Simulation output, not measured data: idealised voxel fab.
process module | voxel spacer lines
This is section cut - it's 275 nm across, gridded in 5 nm square cells.
Each cross-section below is a grid of square cells, stated as bands in top-down order, with one or more rows of cells making up each band. The entry gives the band's vertical extent as a top height and a bottom height in nm, then its horizontal make-up as materials from left to right, each with a width in nm. "blank" stands for empty space; a single material marked "everywhere" fills the band edge to edge. All heights in this document are referenced to 0, defined as the level beneath which the wafer, as received, consists entirely of one material. The lowest band is not bounded below; it extends indefinitely downward and is written in the form "0 -> down". A two-number width, for instance "30 to 40", indicates that the width is equal to the first number in the top row of the band and to the second number in the bottom row, and that it changes by a constant amount per row of cells. The cross-section has no changed cell in any step marked "nothing changed". Reported under the label "Enclosed internal voids" are the empty spaces having no open way to the top and comprising 8 cells or more; the notation for each is width x height at distance, in which the distance is measured from the left edge and all three values are in nm. Formally, on a step line, whatever follows the settings is a remark that the simulator itself makes on the step. overlay nm: on a step with a mask, how far right of its planned place the mask lay; negative means left.

-- Set out below are the planned steps of the process
- 1: RECEIVE with material Si
- 2: CONFORMAL_DEP with material Al2O3, thk nm 5
- 3: DIRECTIONAL_DEP with material SiN, thk nm 15
- 4: DIRECTIONAL_DEP with material polySi, thk nm 20
- 5: PATTERN with tone cover, mask id MANDREL, material resist, width nm 25, pitch nm 70, thk nm 25, overlay nm 0
- 6: DIRECTIONAL_ETCH with etch materials polySi, depth nm 20
- 7: STRIP with etch materials resist
- 8: CONFORMAL_DEP with material SiO2, thk nm 10
- 9: DIRECTIONAL_ETCH with etch materials SiO2, depth nm 10
- 10: STRIP with etch materials polySi
- 11: DIRECTIONAL_ETCH with etch materials SiN, depth nm 15
- 12: STRIP with etch materials SiO2

-- Cross-section, incoming material, after step 1
  0 -> down: Si everywhere
  Enclosed internal voids: none

-- Look at the cross-section after the module: the wafer started out the way shown above and the plan was the one shown above, yet one mistake was made along the way
  20 -> 5: 45 blank | 10 SiN | 30 blank | 10 SiN | 20 blank | 10 SiN | 30 blank | 10 SiN | 20 blank | 10 SiN | 30 blank | 10 SiN | 40 blank
  5 -> 0: Al2O3 everywhere
  0 -> down: Si everywhere
  Enclosed internal voids: none
Diagnosis: for step 5, the planned setting was not used; the step was instead run as PATTERN with tone cover, mask id MANDREL, material resist, width nm 30, pitch nm 70, thk nm 25, overlay nm 0
